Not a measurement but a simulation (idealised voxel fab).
Process module name: voxel transistor to metal
Cross-section cut spans 265 nm and uses square cells 5 nm in size.
Cross-section = grid of square cells, listed top down in bands; band = one or more rows. Basically the band line says how high the top is and how high the bottom is, in nm, and then what's in it from left to right, every material with its width in nm. Empty space shows up as "blank", and if a single material carries "throughout" it runs the full band edge to edge. The reference from which all heights are counted is 0, the level beneath which the as-received wafer is entirely one material; the lowest band, having no lower bound, proceeds downward and is written after the example "0 -> down". A width such as "30 to 40" changes by the same amount from each row of cells to the next, from the band's top row to its bottom row. For the purposes of this document, the phrase "remains unaltered" attached to a step denotes that no cell within the cross-section was modified by that step. What "Unvented internal voids" gives you is every empty space of 8 cells or more that is cut off from the top. Each appears as width x height at distance, with the distance taken from the left edge and width, height and distance all in nm. Step line, after settings: the simulator's comment on this step. When a step includes a mask, the "overlay nm" setting on its line states how far to the right of its planned place that mask lay, and negative values state how far to the left.

-- Here's what the planned process steps look like
1) RECEIVE, material Si
2) CONFORMAL_DEP, material SiO2, thk nm 5
3) CONFORMAL_DEP, material SiN, thk nm 15
4) MASKED_ETCH, tone cover, mask id ACTIVE, width nm 100, pitch nm 125, etch materials SiN, depth nm 15, overlay nm 0
5) MASKED_ETCH, tone cover, mask id ACTIVE, width nm 100, pitch nm 125, etch materials SiO2, depth nm 5, overlay nm 0
6) MASKED_ETCH, tone cover, mask id ACTIVE, width nm 100, pitch nm 125, etch materials Si, depth nm 35, overlay nm 0
7) OXIDIZE, depth nm 5
8) FILL_DEP, material SiO2, thk nm 5
9) CMP, height nm 20
10) SELECTIVE_ETCH, etch materials SiO2, depth nm 15
11) STRIP, etch materials SiN
12) SELECTIVE_ETCH, etch materials SiO2, depth nm 5
13) OXIDIZE, depth nm 5
14) DIRECTIONAL_DEP, material polySi, thk nm 20
15) DIRECTIONAL_DEP, material SiCN, thk nm 15
16) MASKED_ETCH, tone cover, mask id GATE, width nm 20, pitch nm 125, etch materials SiCN, depth nm 25, overlay nm 0
17) MASKED_ETCH, tone cover, mask id GATE, width nm 20, pitch nm 125, etch materials polySi, depth nm 30, overlay nm 0
18) CONFORMAL_DEP, material SiN, thk nm 10
19) DIRECTIONAL_ETCH, etch materials SiN, depth nm 10
20) DIRECTIONAL_ETCH, etch materials SiO2, depth nm 5
21) EPI, material pSi, thk nm 5
22) FILL_DEP, material SiO2, thk nm 5
23) CMP, height nm 35
24) DIRECTIONAL_DEP, material SiO2, thk nm 15
25) DIRECTIONAL_DEP, material aC, thk nm 10
26) PATTERN, tone open, mask id CONTACT, material resist, width nm 30, thk nm 25, overlay nm 0
27) DIRECTIONAL_ETCH, etch materials aC, depth nm 10
28) STRIP, etch materials resist
29) DIRECTIONAL_ETCH, etch materials SiO2, depth nm 50
30) STRIP, etch materials aC
31) CONFORMAL_DEP, material TiN, thk nm 5
32) FILL_DEP, material Ru, thk nm 10
33) CMP, height nm 50
34) DIRECTIONAL_DEP, material TiN, thk nm 5
35) DIRECTIONAL_DEP, material Ru, thk nm 20
36) PATTERN, tone cover, mask id METAL_1, material resist, width nm 15, thk nm 15, overlay nm 0
37) DIRECTIONAL_ETCH, etch materials Ru, depth nm 20
38) DIRECTIONAL_ETCH, etch materials TiN, depth nm 5
39) STRIP, etch materials resist
40) FILL_DEP, material SiO2, thk nm 5
41) CMP, height nm 75
42) CONFORMAL_DEP, material SiCN, thk nm 5
43) DIRECTIONAL_DEP, material SiO2, thk nm 35
44) DIRECTIONAL_DEP, material aC, thk nm 15
45) PATTERN, tone open, mask id METAL_2, material resist, width nm 15, pitch nm 125, thk nm 30, overlay nm 0
46) DIRECTIONAL_ETCH, etch materials aC, depth nm 15
47) STRIP, etch materials resist
48) DIRECTIONAL_ETCH, etch materials SiO2, depth nm 20
49) STRIP, etch materials aC
50) DIRECTIONAL_DEP, material aC, thk nm 10
51) PATTERN, tone open, mask id METAL_2_HOLES, material resist, width nm 15, pitch nm 125, thk nm 25, overlay nm 0
52) DIRECTIONAL_ETCH, etch materials aC, depth nm 10
53) STRIP, etch materials resist
54) DIRECTIONAL_ETCH, etch materials SiO2, depth nm 15
55) DIRECTIONAL_ETCH, etch materials SiCN, depth nm 5
56) STRIP, etch materials aC
57) CONFORMAL_DEP, material TiN, thk nm 5
58) FILL_DEP, material Cu, thk nm 10
59) CMP, height nm 115
60) CONFORMAL_DEP, material SiCN, thk nm 5

-- Wafer at receipt (post step 1), cross-section
0 -> down  Si throughout
Unvented internal voids: none

-- Result of the module, cross-sectioned: start per above, plan per above, one error in how it was run
120 -> 115  SiCN throughout
115 -> 80  25 nm SiO2 / 5 nm TiN / 5 nm Cu / 5 nm TiN / 110 nm SiO2 / 5 nm TiN / 5 nm Cu / 5 nm TiN / 100 nm SiO2
80 -> 75  25 nm SiCN / 15 nm TiN / 110 nm SiCN / 15 nm TiN / 100 nm SiCN
75 -> 55  25 nm SiO2 / 15 nm Ru / 60 nm SiO2 / 15 nm Ru / 35 nm SiO2 / 15 nm Ru / 60 nm SiO2 / 15 nm Ru / 25 nm SiO2
55 -> 50  25 nm SiO2 / 15 nm TiN / 60 nm SiO2 / 15 nm TiN / 35 nm SiO2 / 15 nm TiN / 60 nm SiO2 / 15 nm TiN / 25 nm SiO2
50 -> 40  25 nm SiO2 / 5 nm TiN / 20 nm Ru / 5 nm TiN / 30 nm SiO2 / 5 nm TiN / 20 nm Ru / 5 nm TiN / 35 nm SiO2 / 5 nm TiN / 20 nm Ru / 5 nm TiN / 30 nm SiO2 / 5 nm TiN / 20 nm Ru / 5 nm TiN / 25 nm SiO2
40 -> 35  25 nm SiO2 / 5 nm TiN / 15 nm Ru / 10 nm TiN / 30 nm SiO2 / 10 nm TiN / 15 nm Ru / 5 nm TiN / 35 nm SiO2 / 5 nm TiN / 15 nm Ru / 10 nm TiN / 30 nm SiO2 / 10 nm TiN / 15 nm Ru / 5 nm TiN / 25 nm SiO2
35 -> 25  25 nm SiO2 / 5 nm TiN / 15 nm Ru / 5 nm TiN / 10 nm SiN / 20 nm SiCN / 10 nm SiN / 5 nm TiN / 15 nm Ru / 5 nm TiN / 35 nm SiO2 / 5 nm TiN / 15 nm Ru / 5 nm TiN / 10 nm SiN / 20 nm SiCN / 10 nm SiN / 5 nm TiN / 15 nm Ru / 5 nm TiN / 25 nm SiO2
25 -> 10  25 nm SiO2 / 5 nm TiN / 15 nm Ru / 5 nm TiN / 10 nm SiN / 20 nm polySi / 10 nm SiN / 5 nm TiN / 15 nm Ru / 5 nm TiN / 35 nm SiO2 / 5 nm TiN / 15 nm Ru / 5 nm TiN / 10 nm SiN / 20 nm polySi / 10 nm SiN / 5 nm TiN / 15 nm Ru / 5 nm TiN / 25 nm SiO2
10 -> 5  25 nm SiO2 / 25 nm TiN / 10 nm SiN / 20 nm polySi / 10 nm SiN / 25 nm TiN / 35 nm SiO2 / 25 nm TiN / 10 nm SiN / 20 nm polySi / 10 nm SiN / 25 nm TiN / 25 nm SiO2
5 -> 0  15 nm SiO2 / 10 nm SiN / 25 nm pSi / 40 nm SiO2 / 25 nm pSi / 10 nm SiN / 15 nm SiO2 / 10 nm SiN / 25 nm pSi / 40 nm SiO2 / 25 nm pSi / 10 nm SiN / 15 nm SiO2
0 -> -40  25 nm SiO2 / 90 nm Si / 35 nm SiO2 / 90 nm Si / 25 nm SiO2
-40 -> down  Si throughout
Unvented internal voids: none
So what did we get wrong on this run? the run placed steps 11 and 12 each in the position the plan gave to the other
